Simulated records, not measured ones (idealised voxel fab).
The process module that follows is named voxel wiring stack.
The width of the displayed cross-section, cut, is 245 nm; its cells are square, with a size of 5 nm.
Cross-section, as written here: a square-cell grid given band by band from the top down, where a band holds one or more rows of cells.
The entry gives the band's vertical extent as a top height and a bottom height in nm, then its horizontal make-up as materials from left to right, each with a width in nm. "blank" stands for empty space; a single material marked "everywhere" fills the band edge to edge.
Height reference: 0 = level under which incoming wafer is all one material. Lowest band: no bottom, runs on downward, e.g. "0 and below".
Quick explanation for "30 to 40": the width changes in equal steps down the rows of cells, from the first number in the band's top row to the second number in its bottom row.
No cell of the cross-section changed in a step that is given as "remained unchanged".
Entry "Listed closed voids" = empty spaces >= 8 cells with no open way to the top; each as width x height at distance, distance from left edge, all nm.
Past the settings on a step's line: simulator remark, on that step.
The line of a step may include "overlay nm". On a step with a mask, this value is how far to the right of its planned place the mask lay. A negative value means the mask lay to the left.
Planned step list for the process
- 1: RECEIVE, material Si
- 2: CONFORMAL_DEP, material SiO2, thk nm 15
- 3: CONFORMAL_DEP, material SiN, thk nm 5
- 4: DIRECTIONAL_DEP, material SiO2, thk nm 20
- 5: PATTERN, tone open, mask id METAL_1, material resist, width nm 30, pitch nm 50, thk nm 15, overlay nm 0
- 6: DIRECTIONAL_ETCH, etch materials SiO2, depth nm 20
- 7: DIRECTIONAL_ETCH, etch materials SiN, depth nm 5
- 8: STRIP, etch materials resist
- 9: CONFORMAL_DEP, material TiN, thk nm 5
- 10: FILL_DEP, material W, thk nm 10
- 11: CMP, height nm 40
- 12: CONFORMAL_DEP, material SiCN, thk nm 5
- 13: DIRECTIONAL_DEP, material SiO2, thk nm 20
- 14: DIRECTIONAL_DEP, material aC, thk nm 15
- 15: PATTERN, tone open, mask id PLUG_1, material resist, width nm 15, pitch nm 50, thk nm 30, overlay nm 0
- 16: DIRECTIONAL_ETCH, etch materials aC, depth nm 15
- 17: STRIP, etch materials resist
- 18: DIRECTIONAL_ETCH, etch materials SiO2, depth nm 20
- 19: DIRECTIONAL_ETCH, etch materials SiCN, depth nm 5
- 20: STRIP, etch materials aC
- 21: CONFORMAL_DEP, material TiN, thk nm 5
- 22: FILL_DEP, material Cu, thk nm 5
- 23: CMP, height nm 65
- 24: DIRECTIONAL_DEP, material TiN, thk nm 5
- 25: DIRECTIONAL_DEP, material Ru, thk nm 15
- 26: MASKED_ETCH, tone cover, mask id METAL_2, width nm 30, pitch nm 50, etch materials Ru, depth nm 15, overlay nm 0
- 27: MASKED_ETCH, tone cover, mask id METAL_2, width nm 30, pitch nm 50, etch materials TiN, depth nm 5, overlay nm 0
- 28: FILL_DEP, material SiO2, thk nm 10
- 29: CMP, height nm 85
- 30: CONFORMAL_DEP, material SiCN, thk nm 5
- 31: DIRECTIONAL_DEP, material lowk, thk nm 10
- 32: MASKED_ETCH, tone open, mask id PLUG_2, width nm 15, pitch nm 50, etch materials lowk, depth nm 10, overlay nm 0
- 33: MASKED_ETCH, tone open, mask id PLUG_2, width nm 15, pitch nm 50, etch materials SiCN, depth nm 5, overlay nm 0
- 34: EPI, material Ru, thk nm 10
- 35: EPI, material Ru, thk nm 5
- 36: DIRECTIONAL_DEP, material TiN, thk nm 5
- 37: DIRECTIONAL_DEP, material W, thk nm 20
- 38: PATTERN, tone cover, mask id METAL_3, material resist, width nm 30, pitch nm 50, thk nm 15, overlay nm 0
- 39: DIRECTIONAL_ETCH, etch materials W, depth nm 20
- 40: DIRECTIONAL_ETCH, etch materials TiN, depth nm 5
- 41: STRIP, etch materials resist
- 42: CONFORMAL_DEP, material SiCN, thk nm 5
- 43: FILL_DEP, material SiO2, thk nm 5
- 44: CMP, height nm 125
- 45: CONFORMAL_DEP, material SiN, thk nm 5
Cross-section of the wafer upon arrival, representing the state reached after step 1
	0 and below: Si everywhere
	Listed closed voids: none
Wafer cross-section at module end: first of two, run to plan
	130 down to 125: SiN everywhere
	125 down to 105: SiO2 50 nm, then SiCN 5 nm, then W 30 nm, then SiCN 5 nm, then SiO2 10 nm, then SiCN 5 nm, then W 30 nm, then SiCN 5 nm, then SiO2 10 nm, then SiCN 5 nm, then W 30 nm, then SiCN 5 nm, then SiO2 55 nm
	105 down to 100: SiCN 55 nm, then TiN 30 nm, then SiCN 20 nm, then TiN 30 nm, then SiCN 20 nm, then TiN 30 nm, then SiCN 60 nm
	100 down to 90: lowk 55 nm, then Ru 15 nm, then lowk 35 nm, then Ru 15 nm, then lowk 35 nm, then Ru 15 nm, then lowk 75 nm
	90 down to 85: SiCN 55 nm, then Ru 15 nm, then SiCN 35 nm, then Ru 15 nm, then SiCN 35 nm, then Ru 15 nm, then SiCN 75 nm
	85 down to 70: SiO2 55 nm, then Ru 30 nm, then SiO2 20 nm, then Ru 30 nm, then SiO2 20 nm, then Ru 30 nm, then SiO2 60 nm
	70 down to 65: SiO2 55 nm, then TiN 30 nm, then SiO2 20 nm, then TiN 30 nm, then SiO2 20 nm, then TiN 30 nm, then SiO2 60 nm
	65 down to 45: SiO2 55 nm, then TiN 5 nm, then Cu 5 nm, then TiN 5 nm, then SiO2 35 nm, then TiN 5 nm, then Cu 5 nm, then TiN 5 nm, then SiO2 35 nm, then TiN 5 nm, then Cu 5 nm, then TiN 5 nm, then SiO2 75 nm
	45 down to 40: SiCN 55 nm, then TiN 15 nm, then SiCN 35 nm, then TiN 15 nm, then SiCN 35 nm, then TiN 15 nm, then SiCN 75 nm
	40 down to 20: SiO2 55 nm, then TiN 5 nm, then W 20 nm, then TiN 5 nm, then SiO2 20 nm, then TiN 5 nm, then W 20 nm, then TiN 5 nm, then SiO2 20 nm, then TiN 5 nm, then W 20 nm, then TiN 5 nm, then SiO2 60 nm
	20 down to 15: SiN 55 nm, then TiN 30 nm, then SiN 20 nm, then TiN 30 nm, then SiN 20 nm, then TiN 30 nm, then SiN 60 nm
	15 down to 0: SiO2 everywhere
	0 and below: Si everywhere
	Listed closed voids: none
Cross-sectional image of the second wafer of the two following completion of the module. Starting state and process plan were the same as for the first wafer; one execution error occurred
	130 down to 125: SiN everywhere
	125 down to 105: SiO2 50 nm, then SiCN 5 nm, then W 30 nm, then SiCN 5 nm, then SiO2 10 nm, then SiCN 5 nm, then W 30 nm, then SiCN 5 nm, then SiO2 10 nm, then SiCN 5 nm, then W 30 nm, then SiCN 5 nm, then SiO2 55 nm
	105 down to 100: SiCN 55 nm, then TiN 30 nm, then SiCN 20 nm, then TiN 30 nm, then SiCN 20 nm, then TiN 30 nm, then SiCN 60 nm
	100 down to 90: lowk 55 nm, then Ru 15 nm, then lowk 35 nm, then Ru 15 nm, then lowk 35 nm, then Ru 15 nm, then lowk 75 nm
	90 down to 85: SiCN 55 nm, then Ru 15 nm, then SiCN 35 nm, then Ru 15 nm, then SiCN 35 nm, then Ru 15 nm, then SiCN 75 nm
	85 down to 70: SiO2 55 nm, then Ru 30 nm, then SiO2 20 nm, then Ru 30 nm, then SiO2 20 nm, then Ru 30 nm, then SiO2 60 nm
	70 down to 65: SiO2 55 nm, then TiN 30 nm, then SiO2 20 nm, then TiN 30 nm, then SiO2 20 nm, then TiN 30 nm, then SiO2 60 nm
	65 down to 45: SiO2 55 nm, then TiN 5 nm, then Cu 5 nm, then TiN 5 nm, then SiO2 35 nm, then TiN 5 nm, then Cu 5 nm, then TiN 5 nm, then SiO2 35 nm, then TiN 5 nm, then Cu 5 nm, then TiN 5 nm, then SiO2 75 nm
	45 down to 40: SiCN 55 nm, then TiN 15 nm, then SiCN 35 nm, then TiN 15 nm, then SiCN 35 nm, then TiN 15 nm, then SiCN 75 nm
	40 down to 35: SiO2 55 nm, then TiN 5 nm, then W 20 nm, then TiN 5 nm, then SiO2 20 nm, then TiN 5 nm, then W 20 nm, then TiN 5 nm, then SiO2 20 nm, then TiN 5 nm, then W 20 nm, then TiN 5 nm, then SiO2 60 nm
	35 down to 30: SiN 55 nm, then TiN 30 nm, then SiN 20 nm, then TiN 30 nm, then SiN 20 nm, then TiN 30 nm, then SiN 60 nm
	30 down to 0: SiO2 everywhere
	0 and below: Si everywhere
	Listed closed voids: none
Diagnosis: plan step 2 was conducted twice
Final cells, second wafer relative to first, materials higher or lower: 54 more of SiO2, 18 fewer of TiN, 36 fewer of W
